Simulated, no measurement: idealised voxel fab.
You're looking at the process module voxel double patterning.
Cross-section cut: width 220 nm, square cells of 5 nm.
How to read a cross-section here: the picture is a grid of square cells, written as bands going from the top down, and any band can span one or more rows of cells.
Each band's line starts with the height of the band's top and of its bottom, in nm. Then come its materials from left to right, each with its width in nm. One material with "full width" fills the band from edge to edge. "blank" is empty space.
Heights from 0 (as-received wafer is one material below). Bottom band endless downward, as "from 0 down".
It should be noted that a width expressed as "30 to 40" varies in equal increments from row to row of cells within the band, taking the value of the first number at the top row and that of the second number at the bottom row.
Step note "all unchanged" = no cross-section cell changed.
Basically, "Enclosed void list" tells you about the enclosed voids: empty spaces with no open way to the top, 8 cells or bigger, each written width x height at distance, where distance is from the left edge, all in nm.
after a step's settings: what the simulator itself notes on the step
overlay nm: mask offset rightward from planned place, masked step; negative means leftward offset.
# Process steps - plan
step 1: RECEIVE | material Si
step 2: CONFORMAL_DEP | material SiO2 | thk nm 5
step 3: DIRECTIONAL_DEP | material TiN | thk nm 10
step 4: DIRECTIONAL_DEP | material SiCN | thk nm 5
step 5: DIRECTIONAL_DEP | material aC | thk nm 10
step 6: PATTERN | tone open | mask id FIRST | material resist | width nm 15 | pitch nm 50 | thk nm 25 | overlay nm 0
step 7: DIRECTIONAL_ETCH | etch materials aC | depth nm 10
step 8: STRIP | etch materials resist
step 9: DIRECTIONAL_ETCH | etch materials SiCN | depth nm 5
step 10: STRIP | etch materials aC
step 11: MASKED_ETCH | tone open | mask id SECOND | width nm 15 | pitch nm 50 | etch materials SiCN | depth nm 5 | overlay nm 0
step 12: DIRECTIONAL_ETCH | etch materials TiN | depth nm 10
step 13: STRIP | etch materials SiCN
# First of two wafers, processed according to plan
# Cross-section, incoming material, after step 1
* from 0 down  Si full width
* Enclosed void list: none
# Cross-section of the wafer after step 2
* from 5 to 0  SiO2 full width
* Below a height of 0, the structure has not been altered.
# Cross-section of the wafer after step 3
* from 15 to 5  TiN full width
* Below a height of 5, the structure has not been altered.
# Cross-section of the wafer after step 4
* from 20 to 15  SiCN full width
* Below a height of 15, the structure has not been altered.
# Cross-section of the wafer after step 5
* from 30 to 20  aC full width
* Below a height of 20, the structure has not been altered.
# Cross-section of the wafer after step 6
* from 55 to 30  50 resist, 15 blank, 35 resist, 15 blank, 35 resist, 15 blank, 55 resist
* Below a height of 30, the structure has not been altered.
# Cross-section of the wafer after step 7
* from 45 to 30  50 resist, 15 blank, 35 resist, 15 blank, 35 resist, 15 blank, 55 resist
* from 30 to 20  50 aC, 15 blank, 35 aC, 15 blank, 35 aC, 15 blank, 55 aC
* Below a height of 20, the structure has not been altered.
# Cross-section of the wafer after step 8
* from 30 to 20  50 aC, 15 blank, 35 aC, 15 blank, 35 aC, 15 blank, 55 aC
* Below a height of 20, the structure has not been altered.
# Cross-section of the wafer after step 9
* from 30 to 20  50 aC, 15 blank, 35 aC, 15 blank, 35 aC, 15 blank, 55 aC
* from 20 to 15  50 SiCN, 15 blank, 35 SiCN, 15 blank, 35 SiCN, 15 blank, 55 SiCN
* Below a height of 15, the structure has not been altered.
# Cross-section of the wafer after step 10
* from 20 to 15  50 SiCN, 15 blank, 35 SiCN, 15 blank, 35 SiCN, 15 blank, 55 SiCN
* Below a height of 15, the structure has not been altered.
# Cross-section of the wafer after step 11
* from 20 to 15  50 SiCN, 15 blank, 10 SiCN, 15 blank, 10 SiCN, 15 blank, 10 SiCN, 15 blank, 10 SiCN, 15 blank, 55 SiCN
* Below a height of 15, the structure has not been altered.
# Cross-section of the wafer after step 12
* from 20 to 15  50 SiCN, 15 blank, 10 SiCN, 15 blank, 10 SiCN, 15 blank, 10 SiCN, 15 blank, 10 SiCN, 15 blank, 55 SiCN
* from 15 to 5  50 TiN, 15 blank, 10 TiN, 15 blank, 10 TiN, 15 blank, 10 TiN, 15 blank, 10 TiN, 15 blank, 55 TiN
* Below a height of 5, the structure has not been altered.
# Cross-section of the wafer after step 13
* from 15 to 5  50 TiN, 15 blank, 10 TiN, 15 blank, 10 TiN, 15 blank, 10 TiN, 15 blank, 10 TiN, 15 blank, 55 TiN
* Below a height of 5, the structure has not been altered.
# It is to be noted that the second wafer proceeded from the same initial state and according to the same plan as the first, although one mistake was committed in its execution; through step 10, inclusive, the two wafers share an identical history
# Cross-sectional view of the second wafer at the intended end time of process step 11
* from 20 to 15  50 SiCN, 15 blank, 5 SiCN, 15 blank, 15 SiCN, 15 blank, 5 SiCN, 15 blank, 15 SiCN, 15 blank, 55 SiCN
* Below a height of 15, the structure has not been altered.
# Cross-sectional view of the second wafer at the intended end time of process step 12
* from 20 to 15  50 SiCN, 15 blank, 5 SiCN, 15 blank, 15 SiCN, 15 blank, 5 SiCN, 15 blank, 15 SiCN, 15 blank, 55 SiCN
* from 15 to 5  50 TiN, 15 blank, 5 TiN, 15 blank, 15 TiN, 15 blank, 5 TiN, 15 blank, 15 TiN, 15 blank, 55 TiN
* Below a height of 5, the structure has not been altered.
# Cross-sectional view of the second wafer at the intended end time of process step 13
* from 15 to 5  50 TiN, 15 blank, 5 TiN, 15 blank, 15 TiN, 15 blank, 5 TiN, 15 blank, 15 TiN, 15 blank, 55 TiN
* Below a height of 5, the structure has not been altered.
Plan not followed: step 11 ran with different settings than intended, the actual operation and settings being MASKED_ETCH | tone open | mask id SECOND | width nm 15 | pitch nm 50 | etch materials SiCN | depth nm 5 | overlay nm -5
Matching per-material cell counts, mismatched positions: that is how the second wafer compares with the first at the end.
